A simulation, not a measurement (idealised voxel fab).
Process module name: voxel plated lines
It is cross-section cut that appears here, measuring 260 nm in width, its square cells being 5 nm in size.
Square cells in a grid make up a cross-section in this document, and the grid is given as bands, listed from the top down, each one or more rows of cells. Read a band's entry like this: the first values are the height of its top and the height of its bottom in nm, and what follows is the sequence of materials from left to right, each with its width in nm. Note that "blank" is empty space, and that a single material marked "throughout" reaches across the band from edge to edge. Heights are reckoned from 0. Under this level, the received wafer is all of one material. The bottommost band is open-ended downward, for example "top 0, no bottom". Per-row width for "30->40": begins at first number (top row of band), ends at second number (bottom row), increment between rows held constant. What does "nothing different" mean for a step? It means no cell of the cross-section changed in that step. The label "Fully sealed voids" introduces a list of the empty spaces, 8 cells or larger, that have no open way up to the top; each entry in it reads width x height at distance, where the distance is taken from the left edge and all three are stated in nm. On a step's line, text after the settings is the simulator commenting on that step. Each step line may optionally specify "overlay nm", which for a step with a mask gives the rightward distance between the mask's planned place and where it lay, a negative value indicating the leftward direction.

INTENDED PROCESS STEPS
1: RECEIVE: material Si
2: CONFORMAL_DEP: material SiN, thk nm 15
3: DIRECTIONAL_DEP: material TiN, thk nm 5
4: PATTERN: tone open, mask id LINES, material resist, width nm 15, pitch nm 30, thk nm 15, overlay nm 0
5: EPI: material Ru, thk nm 10
6: STRIP: etch materials resist
7: DIRECTIONAL_ETCH: etch materials TiN, depth nm 5
8: CONFORMAL_DEP: material SiCN, thk nm 10

INCOMING WAFER, CROSS-SECTIONAL VIEW, POST STEP 1
> top 0, no bottom: Si throughout
> Fully sealed voids: none

THE FIRST OF THE TWO WAFERS AS SEEN IN CROSS-SECTION ONCE THE MODULE WAS FINISHED; PROCESSING FOLLOWED THE PLAN
> top 40, bottom 30: blank 80, SiCN 95, blank 85
> top 30, bottom 25: blank 80, SiCN 10, Ru 15, SiCN 15, Ru 15, SiCN 15, Ru 15, SiCN 10, blank 85
> top 25, bottom 20: SiCN 90, Ru 15, SiCN 15, Ru 15, SiCN 15, Ru 15, SiCN 95
> top 20, bottom 15: SiCN 90, TiN 15, SiCN 15, TiN 15, SiCN 15, TiN 15, SiCN 95
> top 15, bottom 0: SiN throughout
> top 0, no bottom: Si throughout
> Fully sealed voids: none

SECOND WAFER CROSS-SECTION AT END OF MODULE - SHARED START AND PLAN WITH THE FIRST, ONE MISTAKE IN THE RUN
> top 40, bottom 30: blank 75, SiCN 95, blank 90
> top 30, bottom 25: blank 75, SiCN 10, Ru 15, SiCN 15, Ru 15, SiCN 15, Ru 15, SiCN 10, blank 90
> top 25, bottom 20: SiCN 85, Ru 15, SiCN 15, Ru 15, SiCN 15, Ru 15, SiCN 100
> top 20, bottom 15: SiCN 85, TiN 15, SiCN 15, TiN 15, SiCN 15, TiN 15, SiCN 100
> top 15, bottom 0: SiN throughout
> top 0, no bottom: Si throughout
> Fully sealed voids: none
Where did the run depart from the plan? for step 4, the planned setting was not used; the step was instead run as PATTERN: tone open, mask id LINES, material resist, width nm 15, pitch nm 30, thk nm 15, overlay nm -5
Tallied in cells, the final second wafer holds each material in the same quantity as the first, although not at the same places.
